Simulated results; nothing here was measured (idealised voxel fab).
process module | voxel gate over fins
cross-section cut | 240 nm wide | cells 5 nm
A cross-section is a grid of square cells, given in bands from the top down. A band is one or more rows of cells.
Each band's line starts with the height of the band's top and of its bottom, in nm. Then come its materials from left to right, each with its width in nm. One material with "throughout" fills the band from edge to edge. "air" is empty space.
Height 0 is the level under which the wafer as received is all one material. The lowest band goes on downwards, as in "0 down".
A width such as "30 to 40" changes by the same amount from each row of cells to the next, from the band's top row to its bottom row.
"no change" after a step means that no cell of the cross-section changed.
closed voids: empty space of 8 cells or more with no open way to the top, each as width x height at its distance from the left edge, in nm
after a step's settings: what the simulator itself notes on the step
overlay nm, on a step with a mask: how far to the right of its planned place the mask lay; to the left if negative
plan
1 op RECEIVE | material Si
2 op CONFORMAL_DEP | material SiN | thk nm 5
3 op DIRECTIONAL_DEP | material aC | thk nm 15
4 op PATTERN | tone cover | mask id FINS | material resist | width nm 15 | pitch nm 50 | thk nm 35 | overlay nm 0
5 op DIRECTIONAL_ETCH | etch materials aC | depth nm 15
6 op STRIP | etch materials resist
7 op DIRECTIONAL_ETCH | etch materials SiN | depth nm 5
8 op DIRECTIONAL_ETCH | etch materials Si | depth nm 35
9 op STRIP | etch materials aC
10 op OXIDIZE | depth nm 5
11 op FILL_DEP | material SiO2 | thk nm 15
12 op CMP | height nm 5
13 op MASKED_ETCH | tone open | mask id RAIL | width nm 15 | etch materials SiO2 | depth nm 35 | overlay nm 0
14 op CONFORMAL_DEP | material TiN | thk nm 5
15 op FILL_DEP | material W | thk nm 5
16 op CMP | height nm 5
17 op SELECTIVE_ETCH | etch materials W Ru TiN | depth nm 20
18 op FILL_DEP | material SiO2 | thk nm 5
19 op CMP | height nm 5
20 op SELECTIVE_ETCH | etch materials SiO2 | depth nm 15
21 op STRIP | etch materials SiN
22 op CONFORMAL_DEP | material HfO2 | thk nm 5
23 op CONFORMAL_DEP | material TiN | thk nm 5
24 op CONFORMAL_DEP | material TiAl | thk nm 5
25 op CONFORMAL_DEP | material TiN | thk nm 5
26 op FILL_DEP | material W | thk nm 15
27 op CMP | height nm 30
28 op CONFORMAL_DEP | material SiCN | thk nm 5
as received, after step 1
  0 down: Si throughout
  closed voids: none
first wafer at the end, as planned
  35 to 30: SiCN throughout
  30 to 20: W throughout
  20 to 15: W 70 | TiN 45 | W 5 | TiN 45 | W 75
  15 to 10: W 70 | TiN 5 | TiAl 35 | TiN 5 | W 5 | TiN 5 | TiAl 35 | TiN 5 | W 75
  10 to 5: TiN 75 | TiAl 5 | TiN 25 | TiAl 5 | TiN 15 | TiAl 5 | TiN 25 | TiAl 5 | TiN 80
  5 to 0: TiAl 80 | TiN 5 | HfO2 15 | TiN 5 | TiAl 25 | TiN 5 | HfO2 15 | TiN 5 | TiAl 85
  0 to -5: TiN 85 | HfO2 5 | Si 5 | HfO2 5 | TiN 35 | HfO2 5 | Si 5 | HfO2 5 | TiN 90
  -5 to -10: HfO2 90 | Si 5 | HfO2 45 | Si 5 | HfO2 95
  -10 to -15: SiO2 90 | Si 5 | SiO2 45 | Si 5 | SiO2 95
  -15 to -25: SiO2 90 | Si 5 | SiO2 15 | TiN 5 | W 5 | TiN 5 | SiO2 15 | Si 5 | SiO2 95
  -25 to -30: SiO2 90 | Si 5 | SiO2 15 | TiN 15 | SiO2 15 | Si 5 | SiO2 95
  -30 to -40: SiO2 90 | Si 5 | SiO2 45 | Si 5 | SiO2 95
  -40 down: Si throughout
  closed voids: none
second wafer at the end: like start, like plan, one mistake
  35 to 30: SiCN throughout
  30 to 15: TiN throughout
  15 to 10: TiN 75 | TiAl 35 | TiN 15 | TiAl 35 | TiN 80
  10 to 5: TiN 75 | TiAl 5 | TiN 25 | TiAl 5 | TiN 15 | TiAl 5 | TiN 25 | TiAl 5 | TiN 80
  5 to 0: TiAl 80 | TiN 5 | HfO2 15 | TiN 5 | TiAl 25 | TiN 5 | HfO2 15 | TiN 5 | TiAl 85
  0 to -5: TiN 85 | HfO2 5 | Si 5 | HfO2 5 | TiN 35 | HfO2 5 | Si 5 | HfO2 5 | TiN 90
  -5 to -10: HfO2 90 | Si 5 | HfO2 45 | Si 5 | HfO2 95
  -10 to -15: SiO2 90 | Si 5 | SiO2 45 | Si 5 | SiO2 95
  -15 to -25: SiO2 90 | Si 5 | SiO2 15 | TiN 5 | W 5 | TiN 5 | SiO2 15 | Si 5 | SiO2 95
  -25 to -30: SiO2 90 | Si 5 | SiO2 15 | TiN 15 | SiO2 15 | Si 5 | SiO2 95
  -30 to -40: SiO2 90 | Si 5 | SiO2 45 | Si 5 | SiO2 95
  -40 down: Si throughout
  closed voids: none
what went wrong: step 26 ran as: op FILL_DEP | material TiN | thk nm 15
at the end the second wafer has, in cells: 156 more of TiN | 156 fewer of W
